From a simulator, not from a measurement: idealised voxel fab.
process module | voxel gate over fins
cross-section cut | 275 nm wide | cells 5 nm
A cross-section is a grid of square cells, given in bands from the top down. A band is one or more rows of cells.
Each band's line starts with the height of the band's top and of its bottom, in nm. Then come its materials from left to right, each with its width in nm. One material with "throughout" fills the band from edge to edge. "air" is empty space.
Height 0 is the level under which the wafer as received is all one material. The lowest band goes on downwards, as in "0 down".
A width such as "30 to 40" changes by the same amount from each row of cells to the next, from the band's top row to its bottom row.
"no change" after a step means that no cell of the cross-section changed.
closed voids: empty space of 8 cells or more with no open way to the top, each as width x height at its distance from the left edge, in nm
after a step's settings: what the simulator itself notes on the step
overlay nm, on a step with a mask: how far to the right of its planned place the mask lay; to the left if negative
plan
1 op RECEIVE | material Si
2 op CONFORMAL_DEP | material SiN | thk nm 10
3 op DIRECTIONAL_DEP | material aC | thk nm 10
4 op PATTERN | tone cover | mask id FINS | material resist | width nm 15 | pitch nm 55 | thk nm 30 | overlay nm 0
5 op DIRECTIONAL_ETCH | etch materials aC | depth nm 10
6 op STRIP | etch materials resist
7 op DIRECTIONAL_ETCH | etch materials SiN | depth nm 10
8 op DIRECTIONAL_ETCH | etch materials Si | depth nm 40
9 op STRIP | etch materials aC
10 op FILL_DEP | material SiO2 | thk nm 10
11 op CMP | height nm 10
12 op PATTERN | tone open | mask id RAIL | material resist | width nm 15 | thk nm 20 | overlay nm -15
13 op DIRECTIONAL_ETCH | etch materials SiO2 | depth nm 45
14 op STRIP | etch materials resist
15 op CONFORMAL_DEP | material TiN | thk nm 5
16 op FILL_DEP | material W | thk nm 5
17 op CMP | height nm 10
18 op SELECTIVE_ETCH | etch materials W Ru TiN | depth nm 30
19 op FILL_DEP | material SiO2 | thk nm 5
20 op CMP | height nm 10
21 op SELECTIVE_ETCH | etch materials SiO2 | depth nm 25
22 op STRIP | etch materials SiN
23 op CONFORMAL_DEP | material HfO2 | thk nm 5
24 op CONFORMAL_DEP | material TiN | thk nm 5
25 op FILL_DEP | material W | thk nm 15
26 op CMP | height nm 20
27 op CONFORMAL_DEP | material SiCN | thk nm 5
varied across the wafers: overlay nm of step 12. The plan shows the first wafer's value. All wafers start alike
first wafer as received, after step 1
  0 down: Si throughout
  closed voids: none
each wafer at the end: cells of each material gained (+) or lost (-) since it was received, then its closed voids
overlay nm -15 | +73 HfO2 | -368 Si | +55 SiCN | +224 SiO2 | +79 TiN | +212 W | closed voids: none
overlay nm -10 | +73 HfO2 | -368 Si | +55 SiCN | +221 SiO2 | +80 TiN | +214 W | closed voids: none
overlay nm -5 | +73 HfO2 | -368 Si | +55 SiCN | +221 SiO2 | +80 TiN | +214 W | closed voids: none
overlay nm 0 | +73 HfO2 | -368 Si | +55 SiCN | +221 SiO2 | +80 TiN | +214 W | closed voids: none
overlay nm 5 | +73 HfO2 | -368 Si | +55 SiCN | +221 SiO2 | +80 TiN | +214 W | closed voids: none
overlay nm 10 | +73 HfO2 | -368 Si | +55 SiCN | +221 SiO2 | +80 TiN | +214 W | closed voids: none
overlay nm 15 | +73 HfO2 | -368 Si | +55 SiCN | +221 SiO2 | +80 TiN | +214 W | closed voids: none
